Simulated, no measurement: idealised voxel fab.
Title: Process Module voxel self aligned vias
cross-section cut | 170 nm wide | cells 5 nm
Cross-section format: a grid of square cells, given as bands from top to bottom; each band is one or more rows of cells.
Heights first: top, then bottom, in nm. Then materials, left to right, each with a width in nm. "edge to edge" on a single material: fills the band edge to edge. "air": empty space.
Heights are reckoned from 0. Under this level, the received wafer is all of one material. The bottommost band is open-ended downward, for example "top 0, no bottom".
When a width is written as two numbers, as in "30..40", the first number is the width in the top row of cells of the band and the second is the width in its bottom row, and the width changes by the same amount from each row to the next.
Where the words "identical to before" appear for a step, the cross-section shows no cell changed by that step; every cell remained as before.
Empty spaces without an open route to the top, at least 8 cells in extent, make up the entry "Sealed internal voids"; each is given as width x height at distance, where the distance is measured from the left edge, and all are in nm.
That trailing text on a step's line, after the settings, is the simulator's own remark on the step.
overlay nm: mask right of planned place by this much (step with mask). Neg. = left.

The process steps that were planned are listed below:
1. RECEIVE | material Si
2. CONFORMAL_DEP | material SiO2 | thk nm 15
3. CONFORMAL_DEP | material SiCN | thk nm 5
4. DIRECTIONAL_DEP | material lowk | thk nm 20
5. PATTERN | tone open | mask id LINES | material resist | width nm 20 | pitch nm 50 | thk nm 20 | overlay nm 0
6. DIRECTIONAL_ETCH | etch materials lowk | depth nm 20
7. STRIP | etch materials resist
8. CONFORMAL_DEP | material TiN | thk nm 5
9. FILL_DEP | material Ru | thk nm 5
10. CMP | height nm 40
11. SELECTIVE_ETCH | etch materials W Ru TiN | depth nm 5
12. FILL_DEP | material SiN | thk nm 10
13. CMP | height nm 40
14. DIRECTIONAL_DEP | material lowk | thk nm 15
15. MASKED_ETCH | tone open | mask id VIAS | width nm 30 | etch materials lowk | depth nm 15 | overlay nm 0
16. MASKED_ETCH | tone open | mask id VIAS | width nm 30 | etch materials SiN | depth nm 5 | overlay nm 0
17. CONFORMAL_DEP | material TiN | thk nm 5
18. FILL_DEP | material Ru | thk nm 10
19. CMP | height nm 55
20. CONFORMAL_DEP | material SiN | thk nm 5

Here's what the wafer looked like in cross-section when it arrived - that's after step 1:
    top 0, no bottom: Si edge to edge
    Sealed internal voids: none

Module complete, cross-section. Starting point and plan per above. One mistake made in running the module:
    top 60, bottom 55: SiN edge to edge
    top 55, bottom 45: lowk=45 / TiN=5 / Ru=20 / TiN=5 / lowk=95
    top 45, bottom 40: lowk=45 / TiN=30 / lowk=95
    top 40, bottom 35: SiCN edge to edge
    top 35, bottom 15: lowk edge to edge
    top 15, bottom 0: SiO2 edge to edge
    top 0, no bottom: Si edge to edge
    Sealed internal voids: none
Run error: mixed up steps 3 and 4 - ran each in the other's place
